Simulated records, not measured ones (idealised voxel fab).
The document below concerns the process module designated voxel local oxidation.
cross-section cut | 160 nm wide | cells 5 nm
Heads up, the way a cross-section reads in here is a grid of square cells, handed over as bands from the top down, with every band being one or more rows of cells. The band entry comprises the height of the band's top followed by the height of its bottom, expressed in nm, and subsequently the band's materials from left to right, each stated together with its width in nm. Where a single material is marked with the word "throughout", that material fills the band from edge to edge. The word "empty" represents empty space. Height 0 is the level under which the wafer as received is all one material. The lowest band goes on downwards, as in "0 -> down". Read "30->40" as a graded width: first number on top, second number at the bottom, same change between each pair of neighbouring rows. Given "no change occurred" for a step, no cell of the cross-section differs between before and after that step. In "Enclosed void inventory" the enclosed voids are listed, meaning empty spaces of 8 cells or larger without any opening to the top. The form is width x height at distance, distance from the left edge, units nm. after a step's settings: what the simulator itself notes on the step. The setting "overlay nm" may be written on the line of a step. When the step uses a mask, the value reports how far to the right of the planned place the mask lay, and a negative value reports that it lay to the left.

The steps planned for the process are as follows
1: RECEIVE [material Si]
2: CONFORMAL_DEP [material SiO2] [thk nm 5]
3: CONFORMAL_DEP [material SiN] [thk nm 10]
4: PATTERN [tone cover] [mask id ACTIVE] [material resist] [width nm 95] [thk nm 15] [overlay nm 0]
5: DIRECTIONAL_ETCH [etch materials SiN] [depth nm 10]
6: STRIP [etch materials resist]
7: SELECTIVE_ETCH [etch materials SiO2] [depth nm 5]
8: OXIDIZE [depth nm 10]
9: STRIP [etch materials SiN]

Shown in cross-section is the wafer as received, that is, as it stands after step 1
  0 -> down  Si throughout
  Enclosed void inventory: none

Run as planned - first of the two wafers cross-sectioned at the end of the module
  5 -> 0  empty=35 / SiO2=85 / empty=40
  0 -> -10  SiO2=45 / Si=65 / SiO2=50
  -10 -> down  Si throughout
  Enclosed void inventory: none

Wafer two, sectioned after the module: the first wafer's start, the first wafer's plan, and one mistake in how it was run
  15 -> 5  empty=30 / SiN=95 / empty=35
  5 -> 0  empty=35 / SiO2=85 / empty=40
  0 -> -10  SiO2=45 / Si=65 / SiO2=50
  -10 -> down  Si throughout
  Enclosed void inventory: none
Error vs. plan: step 9 from the plan never happened, it was just skipped
at the end the second wafer has, in cells: 38 more of SiN
